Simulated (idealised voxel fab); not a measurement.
process module | voxel fin reveal
Cross-section cut: width 145 nm, square cells of 5 nm.
A cross-section is written here as square cells arranged in a grid, and it is given in bands from the top down, each band taking up one or more rows of cells.
Look at the band entry: it leads with the top's height and the bottom's height in nm. Then it lists the materials left to right, with a width in nm for each. The word "throughout" on a single material says that material fills the band edge to edge. The word "blank" is empty space.
For the purposes of this specification, 0 denotes the height below which the wafer in its as-received condition is composed wholly of one material, and the lowermost band, lacking a lower limit, extends downward without end, as expressed in "z 0 and below".
The width entry "30 to 40" should be interpreted row by row: the top row of cells in the band takes the first number, the bottom row takes the second number, and the change between adjacent rows is uniform throughout.
Take "no alterations made" at face value: in the step it is given for, the cross-section changed in none of its cells.
"Completely enclosed voids" means: voids of 8 cells or more that are shut off from the top with no open way through. Written width x height at distance, distance from the left edge, in nm.
Text after the settings on a step's line: the simulator's own remark on that step.
The setting "overlay nm" may be written on the line of a step. When the step uses a mask, the value reports how far to the right of the planned place the mask lay, and a negative value reports that it lay to the left.

Process steps (planned):
step 1: RECEIVE, material Si
step 2: CONFORMAL_DEP, material SiN, thk nm 10
step 3: PATTERN, tone cover, mask id FINS, material resist, width nm 15, pitch nm 40, thk nm 20, overlay nm 0
step 4: DIRECTIONAL_ETCH, etch materials SiN, depth nm 10
step 5: DIRECTIONAL_ETCH, etch materials Si, depth nm 35
step 6: STRIP, etch materials resist
step 7: FILL_DEP, material SiO2, thk nm 5
step 8: CMP, height nm 10
step 9: SELECTIVE_ETCH, etch materials SiO2, depth nm 20
step 10: STRIP, etch materials SiN
step 11: CONFORMAL_DEP, material HfO2, thk nm 5

So this is the incoming wafer in cross-section - it's already been through step 1:
  z 0 and below  Si throughout
  Completely enclosed voids: none

The module was run from the start shown above using the plan shown above, but one mistake was made doing it; the resulting wafer cross-section is below:
  z 5 to 0  blank 40 nm; SiN 25 nm; blank 15 nm; SiN 25 nm; blank 40 nm
  z 0 to -5  blank 40 nm; SiN 5 nm; Si 15 nm; SiN 5 nm; blank 15 nm; SiN 5 nm; Si 15 nm; SiN 5 nm; blank 40 nm
  z -5 to -10  SiN 45 nm; Si 15 nm; SiN 25 nm; Si 15 nm; SiN 45 nm
  z -10 to -35  SiO2 45 nm; Si 15 nm; SiO2 25 nm; Si 15 nm; SiO2 45 nm
  z -35 and below  Si throughout
  Completely enclosed voids: none
Heads up, the wafer didn't run the way we planned it: the process deviated at step 11: the operation and settings actually run there were CONFORMAL_DEP, material SiN, thk nm 5
